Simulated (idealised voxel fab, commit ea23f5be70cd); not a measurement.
Herein follows the process module entitled voxel wiring stack.
Shown is cross-section cut, with a width of 150 nm and square cells of size 5 nm.
Throughout this document, each cross-section is represented as a grid of square cells and is presented as a sequence of bands enumerated from the top downward, where a band comprises one or more rows of cells.
Per band: top height and bottom height in nm, followed by the left-to-right materials and their widths in nm; "everywhere" marks a single material spanning edge to edge, "air" marks empty space.
The reference from which all heights are counted is 0, the level beneath which the as-received wafer is entirely one material; the lowest band, having no lower bound, proceeds downward and is written after the example "top 0, no bottom".
It should be noted that a width expressed as "30 to 40" varies in equal increments from row to row of cells within the band, taking the value of the first number at the top row and that of the second number at the bottom row.
"no alteration" after a step means that no cell of the cross-section changed.
Closed-off voids of 8+ cells (no open route to the top) go in "Enclosed void catalog", written width x height at distance from the left edge, in nm.
Post-settings text on a step line: simulator's own remark regarding the step.
For masked steps, "overlay nm" on the step line gives how far right of plan the mask actually lay; a minus sign means it lay to the left.

# Process steps - plan
1 RECEIVE | material Si
2 CONFORMAL_DEP | material SiO2 | thk nm 15
3 DIRECTIONAL_DEP | material TiN | thk nm 5
4 DIRECTIONAL_DEP | material Ru | thk nm 15
5 MASKED_ETCH | tone cover | mask id METAL_1 | width nm 25 | pitch nm 45 | etch materials Ru | depth nm 15 | overlay nm 0
6 MASKED_ETCH | tone cover | mask id METAL_1 | width nm 25 | pitch nm 45 | etch materials TiN | depth nm 5 | overlay nm 0
7 CONFORMAL_DEP | material SiN | thk nm 5
8 FILL_DEP | material lowk | thk nm 5
9 CMP | height nm 35
10 CONFORMAL_DEP | material SiCN | thk nm 5
11 DIRECTIONAL_DEP | material SiO2 | thk nm 15
12 MASKED_ETCH | tone open | mask id PLUG_1 | width nm 15 | pitch nm 90 | etch materials SiO2 | depth nm 15 | overlay nm 0
13 MASKED_ETCH | tone open | mask id PLUG_1 | width nm 15 | pitch nm 90 | etch materials SiCN | depth nm 5 | overlay nm 0
14 CONFORMAL_DEP | material TiN | thk nm 5
15 FILL_DEP | material Cu | thk nm 10
16 CMP | height nm 55
17 CONFORMAL_DEP | material SiCN | thk nm 5
18 DIRECTIONAL_DEP | material lowk | thk nm 15
19 DIRECTIONAL_DEP | material aC | thk nm 15
20 PATTERN | tone open | mask id METAL_2 | material resist | width nm 25 | pitch nm 45 | thk nm 30 | overlay nm 0
21 DIRECTIONAL_ETCH | etch materials aC | depth nm 15
22 STRIP | etch materials resist
23 DIRECTIONAL_ETCH | etch materials lowk | depth nm 15
24 DIRECTIONAL_ETCH | etch materials SiCN | depth nm 5
25 STRIP | etch materials aC
26 CONFORMAL_DEP | material TiN | thk nm 5
27 FILL_DEP | material Ru | thk nm 10
28 CMP | height nm 75
29 CONFORMAL_DEP | material SiCN | thk nm 5
30 DIRECTIONAL_DEP | material SiO2 | thk nm 35
31 MASKED_ETCH | tone open | mask id METAL_3_HOLES | width nm 15 | pitch nm 45 | etch materials SiO2 | depth nm 35 | overlay nm 0
32 PATTERN | tone open | mask id METAL_3 | material resist | width nm 25 | pitch nm 45 | thk nm 15 | overlay nm 0
33 DIRECTIONAL_ETCH | etch materials SiO2 | depth nm 20
34 DIRECTIONAL_ETCH | etch materials SiCN | depth nm 5
35 STRIP | etch materials resist
36 CONFORMAL_DEP | material TiN | thk nm 5
37 FILL_DEP | material Cu | thk nm 5
38 CMP | height nm 115
39 CONFORMAL_DEP | material SiN | thk nm 5

# As received (post step 1): cross-section
- top 0, no bottom | Si everywhere
- Enclosed void catalog: none

# The plan above was carried out on the starting structure above with one mistake, and this cross-section shows the wafer at the end of the module
- top 120, bottom 115 | SiN everywhere
- top 115, bottom 100 | 15 SiO2, 5 TiN, 20 Cu, 5 TiN, 15 SiO2, 5 TiN, 20 Cu, 5 TiN, 15 SiO2, 5 TiN, 20 Cu, 5 TiN, 15 SiO2
- top 100, bottom 95 | 15 SiO2, 5 TiN, 5 Cu, 20 TiN, 15 SiO2, 5 TiN, 5 Cu, 20 TiN, 15 SiO2, 5 TiN, 5 Cu, 20 TiN, 15 SiO2
- top 95, bottom 80 | 15 SiO2, 5 TiN, 5 Cu, 5 TiN, 30 SiO2, 5 TiN, 5 Cu, 5 TiN, 30 SiO2, 5 TiN, 5 Cu, 5 TiN, 30 SiO2
- top 80, bottom 75 | 15 SiCN, 15 TiN, 30 SiCN, 15 TiN, 30 SiCN, 15 TiN, 30 SiCN
- top 75, bottom 60 | 15 lowk, 5 TiN, 15 Ru, 5 TiN, 20 lowk, 5 TiN, 15 Ru, 5 TiN, 20 lowk, 5 TiN, 15 Ru, 5 TiN, 20 lowk
- top 60, bottom 55 | 15 SiCN, 25 TiN, 20 SiCN, 25 TiN, 20 SiCN, 25 TiN, 20 SiCN
- top 55, bottom 40 | 15 SiO2, 5 TiN, 5 Cu, 5 TiN, 75 SiO2, 5 TiN, 5 Cu, 5 TiN, 30 SiO2
- top 40, bottom 35 | 15 SiCN, 15 TiN, 75 SiCN, 15 TiN, 30 SiCN
- top 35, bottom 20 | 10 lowk, 5 SiN, 25 Ru, 5 SiN, 10 lowk, 5 SiN, 25 Ru, 5 SiN, 10 lowk, 5 SiN, 25 Ru, 5 SiN, 15 lowk
- top 20, bottom 15 | 15 SiN, 25 TiN, 20 SiN, 25 TiN, 20 SiN, 25 TiN, 20 SiN
- top 15, bottom 0 | SiO2 everywhere
- top 0, no bottom | Si everywhere
- Enclosed void catalog: none
Where did the run depart from the plan? it should be noted that step 32 was executed with settings other than those planned, the operation and settings actually applied being PATTERN | tone open | mask id METAL_3 | material resist | width nm 30 | pitch nm 45 | thk nm 15 | overlay nm 0
